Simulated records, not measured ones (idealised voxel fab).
process module | voxel self aligned contacts
cross-section cut | 240 nm wide | cells 5 nm
A cross-section is a grid of square cells, given in bands from the top down. A band is one or more rows of cells.
Each band's line starts with the height of the band's top and of its bottom, in nm. Then come its materials from left to right, each with its width in nm. One material with "throughout" fills the band from edge to edge. "air" is empty space.
Height 0 is the level under which the wafer as received is all one material. The lowest band goes on downwards, as in "0 down".
A width such as "30 to 40" changes by the same amount from each row of cells to the next, from the band's top row to its bottom row.
"no change" after a step means that no cell of the cross-section changed.
closed voids: empty space of 8 cells or more with no open way to the top, each as width x height at its distance from the left edge, in nm
after a step's settings: what the simulator itself notes on the step
overlay nm, on a step with a mask: how far to the right of its planned place the mask lay; to the left if negative
plan
1 op RECEIVE | material Si
2 op OXIDIZE | depth nm 5
3 op DIRECTIONAL_DEP | material polySi | thk nm 30
4 op DIRECTIONAL_DEP | material SiN | thk nm 15
5 op MASKED_ETCH | tone cover | mask id GATE | width nm 30 | pitch nm 60 | etch materials SiN | depth nm 15 | overlay nm 0
6 op MASKED_ETCH | tone cover | mask id GATE | width nm 30 | pitch nm 60 | etch materials polySi | depth nm 30 | overlay nm 0
7 op CONFORMAL_DEP | material SiN | thk nm 5
8 op DIRECTIONAL_ETCH | etch materials SiN | depth nm 5
9 op FILL_DEP | material SiO2 | thk nm 20
10 op CMP | height nm 55
11 op DIRECTIONAL_DEP | material aC | thk nm 15
12 op PATTERN | tone open | mask id CONTACT | material resist | width nm 40 | thk nm 30 | overlay nm 0
13 op DIRECTIONAL_ETCH | etch materials aC | depth nm 15
14 op STRIP | etch materials resist
15 op DIRECTIONAL_ETCH | etch materials SiO2 | depth nm 60
16 op STRIP | etch materials aC
17 op CONFORMAL_DEP | material TiN | thk nm 5
18 op FILL_DEP | material Ru | thk nm 5
19 op CMP | height nm 55
20 op CONFORMAL_DEP | material SiCN | thk nm 5
as received, after step 1
  0 down: Si throughout
  closed voids: none
a wafer at the end: this start, this plan, one mistake
  60 to 55: SiCN throughout
  55 to 45: SiO2 100 | TiN 5 to 20 | Ru 30 to 10 | TiN 5 to 10 | SiO2 100
  45 to 35: SiO2 75 | SiN 40 | TiN 5 | Ru 10 | TiN 5 | SiN 40 | SiO2 65
  35 to 30: SiO2 75 | SiN 40 | TiN 5 | Ru 5 | TiN 10 | SiN 40 | SiO2 65
  30 to 0: SiO2 70 | SiN 5 | polySi 35 | SiN 5 | TiN 5 | Ru 5 | TiN 5 | SiN 5 | polySi 35 | SiN 5 | SiO2 65
  0 to -5: SiO2 115 | TiN 15 | SiO2 110
  -5 down: Si throughout
  closed voids: none
what went wrong: step 5 ran as: op MASKED_ETCH | tone cover | mask id GATE | width nm 30 | pitch nm 60 | etch materials SiN | depth nm 15 | overlay nm 5
